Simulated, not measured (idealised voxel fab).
The document below concerns the process module designated voxel released beams.
Section shown: cut. Width: 255 nm. Cell size: 5 nm, square.
Reading order for cross-sections: top band down to bottom band. Underlying form: a grid of square cells. Band size: one or more rows of cells. The entry gives the band's vertical extent as a top height and a bottom height in nm, then its horizontal make-up as materials from left to right, each with a width in nm. "air" stands for empty space; a single material marked "full width" fills the band edge to edge. Counting heights begins at 0, where everything beneath is, in the wafer as received, one material. The lowest band has no bottom; it goes on downwards, as "from 0 down" shows. Width spec "30->40" -> top row of cells at first value, bottom row at second value, equal per-row change in between. For the purposes of this document, the phrase "no alteration" attached to a step denotes that no cell within the cross-section was modified by that step. Empty spaces counting at least 8 cells and having no open way to the top are listed in "Enclosed void inventory". The notation width x height at distance is used for each, the distance being from the left edge and all three values in nm. after a step's settings: what the simulator itself notes on the step. The setting "overlay nm" may be written on the line of a step. When the step uses a mask, the value reports how far to the right of the planned place the mask lay, and a negative value reports that it lay to the left.

-- The steps planned for the process are as follows
1) RECEIVE,material Si
2) CONFORMAL_DEP,material Al2O3,thk nm 5
3) DIRECTIONAL_DEP,material SiO2,thk nm 15
4) MASKED_ETCH,tone open,mask id ANCHOR,width nm 35,etch materials SiO2,depth nm 15,overlay nm 0
5) CONFORMAL_DEP,material W,thk nm 10
6) DIRECTIONAL_DEP,material aC,thk nm 10
7) PATTERN,tone cover,mask id BEAM,material resist,width nm 95,thk nm 30,overlay nm 0
8) DIRECTIONAL_ETCH,etch materials aC,depth nm 10
9) STRIP,etch materials resist
10) DIRECTIONAL_ETCH,etch materials W,depth nm 10
11) STRIP,etch materials aC
12) STRIP,etch materials SiO2

-- The first of the two wafers, which ran as planned

-- Here's what the wafer looked like in cross-section when it arrived - that's after step 1
> from 0 down: Si full width
> Enclosed void inventory: none

-- Sectional view: wafer, after step 2
> from 5 to 0: Al2O3 full width
> below 0: unchanged

-- Sectional view: wafer, after step 3
> from 20 to 5: SiO2 full width
> below 5: unchanged

-- Sectional view: wafer, after step 4
> from 20 to 5: SiO2=80  air=35  SiO2=140
> below 5: unchanged

-- Sectional view: wafer, after step 5
> from 30 to 20: W=90  air=15  W=150
> from 20 to 15: SiO2=80  W=10  air=15  W=10  SiO2=140
> from 15 to 5: SiO2=80  W=35  SiO2=140
> below 5: unchanged

-- Sectional view: wafer, after step 6
> from 40 to 30: aC=90  air=15  aC=150
> from 30 to 25: W=90  air=15  W=150
> from 25 to 20: W=90  aC=15  W=150
> from 20 to 15: SiO2=80  W=10  aC=15  W=10  SiO2=140
> below 15: unchanged

-- Sectional view: wafer, after step 7
> from 70 to 40: air=75  resist=95  air=85
> from 40 to 30: aC=90  resist=15  aC=150
> from 30 to 25: W=90  resist=15  W=150
> below 25: unchanged

-- Sectional view: wafer, after step 8
> from 60 to 40: air=75  resist=95  air=85
> from 40 to 30: air=75  aC=15  resist=15  aC=65  air=85
> below 30: unchanged

-- Sectional view: wafer, after step 9
> from 40 to 30: air=75  aC=15  air=15  aC=65  air=85
> from 30 to 25: W=90  air=15  W=150
> below 25: unchanged

-- Sectional view: wafer, after step 10
> from 40 to 30: air=75  aC=15  air=15  aC=65  air=85
> from 30 to 25: air=75  W=15  air=15  W=65  air=85
> from 25 to 20: air=75  W=15  aC=15  W=65  air=85
> below 20: unchanged

-- Sectional view: wafer, after step 11
> from 30 to 20: air=75  W=15  air=15  W=65  air=85
> from 20 to 15: SiO2=80  W=10  air=15  W=10  SiO2=140
> below 15: unchanged

-- Sectional view: wafer, after step 12
> from 30 to 20: air=75  W=15  air=15  W=65  air=85
> from 20 to 15: air=80  W=10  air=15  W=10  air=140
> from 15 to 5: air=80  W=35  air=140
> below 5: unchanged

-- The remaining wafer, second of the two, started like the first and was run to the same plan, except that one mistake was made along the way; the two coincide through step 4, inclusive

-- What the second wafer looks like in cross-section when step 5 should have wrapped up
> from 25 to 20: W=85  air=25  W=145
> from 20 to 10: SiO2=80  W=5  air=25  W=5  SiO2=140
> from 10 to 5: SiO2=80  W=35  SiO2=140
> below 5: unchanged

-- What the second wafer looks like in cross-section when step 6 should have wrapped up
> from 35 to 25: aC=85  air=25  aC=145
> from 25 to 20: W=85  air=25  W=145
> from 20 to 10: SiO2=80  W=5  aC=25  W=5  SiO2=140
> below 10: unchanged

-- What the second wafer looks like in cross-section when step 7 should have wrapped up
> from 65 to 35: air=75  resist=95  air=85
> from 35 to 25: aC=85  resist=25  aC=145
> from 25 to 20: W=85  resist=25  W=145
> below 20: unchanged

-- What the second wafer looks like in cross-section when step 8 should have wrapped up
> from 55 to 35: air=75  resist=95  air=85
> from 35 to 25: air=75  aC=10  resist=25  aC=60  air=85
> below 25: unchanged

-- What the second wafer looks like in cross-section when step 9 should have wrapped up
> from 35 to 25: air=75  aC=10  air=25  aC=60  air=85
> from 25 to 20: W=85  air=25  W=145
> below 20: unchanged

-- What the second wafer looks like in cross-section when step 10 should have wrapped up
> from 35 to 25: air=75  aC=10  air=25  aC=60  air=85
> from 25 to 20: air=75  W=10  air=25  W=60  air=85
> below 20: unchanged

-- What the second wafer looks like in cross-section when step 11 should have wrapped up
> from 25 to 20: air=75  W=10  air=25  W=60  air=85
> from 20 to 10: SiO2=80  W=5  air=25  W=5  SiO2=140
> below 10: unchanged

-- What the second wafer looks like in cross-section when step 12 should have wrapped up
> from 25 to 20: air=75  W=10  air=25  W=60  air=85
> from 20 to 10: air=80  W=5  air=25  W=5  air=140
> from 10 to 5: air=80  W=35  air=140
> below 5: unchanged
Run error: so step 5 ended up running with a different setting than we planned, it ran as CONFORMAL_DEP,material W,thk nm 5
Final cells, second wafer relative to first, materials higher or lower: W: 25 fewer
